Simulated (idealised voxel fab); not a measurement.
process module | voxel self aligned vias
cross-section cut | 255 nm wide | cells 5 nm
A cross-section is a grid of square cells, given in bands from the top down. A band is one or more rows of cells.
Each band's line starts with the height of the band's top and of its bottom, in nm. Then come its materials from left to right, each with its width in nm. One material with "throughout" fills the band from edge to edge. "air" is empty space.
Height 0 is the level under which the wafer as received is all one material. The lowest band goes on downwards, as in "0 down".
A width such as "30 to 40" changes by the same amount from each row of cells to the next, from the band's top row to its bottom row.
"no change" after a step means that no cell of the cross-section changed.
closed voids: empty space of 8 cells or more with no open way to the top, each as width x height at its distance from the left edge, in nm
after a step's settings: what the simulator itself notes on the step
overlay nm, on a step with a mask: how far to the right of its planned place the mask lay; to the left if negative
plan
1 op RECEIVE | material Si
2 op CONFORMAL_DEP | material SiO2 | thk nm 10
3 op CONFORMAL_DEP | material SiCN | thk nm 5
4 op DIRECTIONAL_DEP | material SiO2 | thk nm 20
5 op DIRECTIONAL_DEP | material aC | thk nm 15
6 op PATTERN | tone open | mask id LINES | material resist | width nm 30 | pitch nm 55 | thk nm 35 | overlay nm -15
7 op DIRECTIONAL_ETCH | etch materials aC | depth nm 15
8 op STRIP | etch materials resist
9 op DIRECTIONAL_ETCH | etch materials SiO2 | depth nm 20
10 op STRIP | etch materials aC
11 op CONFORMAL_DEP | material TiN | thk nm 5
12 op FILL_DEP | material Ru | thk nm 5
13 op CMP | height nm 35
14 op SELECTIVE_ETCH | etch materials W Ru TiN | depth nm 5
15 op FILL_DEP | material SiN | thk nm 10
16 op CMP | height nm 35
17 op DIRECTIONAL_DEP | material SiO2 | thk nm 20
18 op PATTERN | tone open | mask id VIAS | material resist | width nm 40 | pitch nm 110 | thk nm 20 | overlay nm 0
19 op DIRECTIONAL_ETCH | etch materials SiO2 | depth nm 20
20 op DIRECTIONAL_ETCH | etch materials SiN | depth nm 5
21 op STRIP | etch materials resist
22 op CONFORMAL_DEP | material TiN | thk nm 5
23 op FILL_DEP | material W | thk nm 5
24 op CMP | height nm 55
25 op CONFORMAL_DEP | material SiCN | thk nm 5
varied across the wafers: overlay nm of step 6. The plan shows the first wafer's value. All wafers start alike
first wafer as received, after step 1
  0 down: Si throughout
  closed voids: none
each wafer at the end: cells of each material gained (+) or lost (-) since it was received, then its closed voids
overlay nm -15 | +24 Ru | +102 SiCN | +10 SiN | +374 SiO2 | +62 TiN | +40 W | closed voids: none
overlay nm -10 | +24 Ru | +102 SiCN | +8 SiN | +374 SiO2 | +62 TiN | +42 W | closed voids: none
overlay nm -5 | +24 Ru | +102 SiCN | +6 SiN | +374 SiO2 | +62 TiN | +44 W | closed voids: none
overlay nm 0 | +24 Ru | +102 SiCN | +6 SiN | +374 SiO2 | +62 TiN | +44 W | closed voids: none
overlay nm 5 | +24 Ru | +102 SiCN | +6 SiN | +374 SiO2 | +62 TiN | +44 W | closed voids: none
overlay nm 10 | +24 Ru | +102 SiCN | +8 SiN | +374 SiO2 | +62 TiN | +42 W | closed voids: none
overlay nm 15 | +24 Ru | +102 SiCN | +10 SiN | +374 SiO2 | +62 TiN | +40 W | closed voids: none
